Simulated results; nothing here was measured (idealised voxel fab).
Process module, titled voxel self aligned vias
Section shown: cut. Width: 290 nm. Cell size: 5 nm, square.
We lay out every cross-section as a grid of square cells and spell it out in bands from the top down, where one band means one or more rows of cells. It is stipulated that each band's entry specify, in nanometres, the height of the top of the band and then that of its bottom, followed by the materials of the band in left-to-right sequence, each together with its width in nanometres. A single material marked by the word "everywhere" is understood to fill the band from edge to edge; the word "empty" is understood to denote empty space. All heights in this document are referenced to 0, defined as the level beneath which the wafer, as received, consists entirely of one material. The lowest band is not bounded below; it extends indefinitely downward and is written in the form "0 -> down". Read "30..40" as a graded width: first number on top, second number at the bottom, same change between each pair of neighbouring rows. "same as before", as given for a step, is the statement that not any cell of the cross-section underwent a change during that step. Heads up: "Sealed internal voids" only lists the empty pockets with no open path to the top that are 8 cells or more, and it writes them as width x height at distance, distance from the left edge, in nm. The remark found on a step's line after its settings is issued by the simulator itself and pertains to that step. When a step includes a mask, the "overlay nm" setting on its line states how far to the right of its planned place that mask lay, and negative values state how far to the left.
Process steps foreseen in the plan:
1,RECEIVE | material Si
2,CONFORMAL_DEP | material SiO2 | thk nm 10
3,CONFORMAL_DEP | material SiCN | thk nm 5
4,DIRECTIONAL_DEP | material lowk | thk nm 25
5,MASKED_ETCH | tone open | mask id LINES | width nm 25 | pitch nm 65 | etch materials lowk | depth nm 25 | overlay nm 0
6,CONFORMAL_DEP | material TiN | thk nm 5
7,FILL_DEP | material Ru | thk nm 5
8,CMP | height nm 40
9,SELECTIVE_ETCH | etch materials W Ru TiN | depth nm 10
10,FILL_DEP | material SiN | thk nm 10
11,CMP | height nm 40
12,DIRECTIONAL_DEP | material lowk | thk nm 20
13,MASKED_ETCH | tone open | mask id VIAS | width nm 45 | etch materials lowk | depth nm 20 | overlay nm 0
14,MASKED_ETCH | tone open | mask id VIAS | width nm 45 | etch materials SiN | depth nm 10 | overlay nm 0
15,CONFORMAL_DEP | material TiN | thk nm 5
16,FILL_DEP | material Ru | thk nm 10
17,CMP | height nm 60
18,CONFORMAL_DEP | material SiCN | thk nm 5
As-received wafer cross-section (after step 1):
> 0 -> down | Si everywhere
> Sealed internal voids: none
First wafer at the end, as planned:
> 65 -> 60 | SiCN everywhere
> 60 -> 45 | 90 nm lowk  5 nm TiN  35 nm Ru  5 nm TiN  155 nm lowk
> 45 -> 40 | 90 nm lowk  15 nm TiN  15 nm Ru  15 nm TiN  155 nm lowk
> 40 -> 35 | 100 nm lowk  5 nm TiN  15 nm Ru  5 nm TiN  40 nm lowk  25 nm SiN  100 nm lowk
> 35 -> 30 | 100 nm lowk  25 nm TiN  40 nm lowk  25 nm SiN  100 nm lowk
> 30 -> 20 | 100 nm lowk  5 nm TiN  15 nm Ru  5 nm TiN  40 nm lowk  5 nm TiN  15 nm Ru  5 nm TiN  100 nm lowk
> 20 -> 15 | 100 nm lowk  25 nm TiN  40 nm lowk  25 nm TiN  100 nm lowk
> 15 -> 10 | SiCN everywhere
> 10 -> 0 | SiO2 everywhere
> 0 -> down | Si everywhere
> Sealed internal voids: none
Cross-sectional view: second of two wafers, end of module; start and plan identical to the first, one mistake in running:
> 65 -> 60 | SiCN everywhere
> 60 -> 45 | 90 nm lowk  5 nm TiN  35 nm Ru  5 nm TiN  155 nm lowk
> 45 -> 40 | 90 nm lowk  45 nm TiN  155 nm lowk
> 40 -> 30 | 90 nm SiN  10 nm TiN  25 nm lowk  10 nm TiN  30 nm SiN  25 nm lowk  100 nm SiN
> 30 -> 20 | 95 nm Ru  5 nm TiN  25 nm lowk  5 nm TiN  30 nm Ru  5 nm TiN  25 nm lowk  5 nm TiN  95 nm Ru
> 20 -> 15 | 100 nm TiN  25 nm lowk  40 nm TiN  25 nm lowk  100 nm TiN
> 15 -> 10 | SiCN everywhere
> 10 -> 0 | SiO2 everywhere
> 0 -> down | Si everywhere
> Sealed internal voids: none
Run error: step 5 did not use the planned setting and instead ran as MASKED_ETCH | tone cover | mask id LINES | width nm 25 | pitch nm 65 | etch materials lowk | depth nm 25 | overlay nm 0
The second wafer ends with more or fewer cells of some materials than the first, per final count: Ru +70 | SiN +78 | TiN +42 | lowk -190
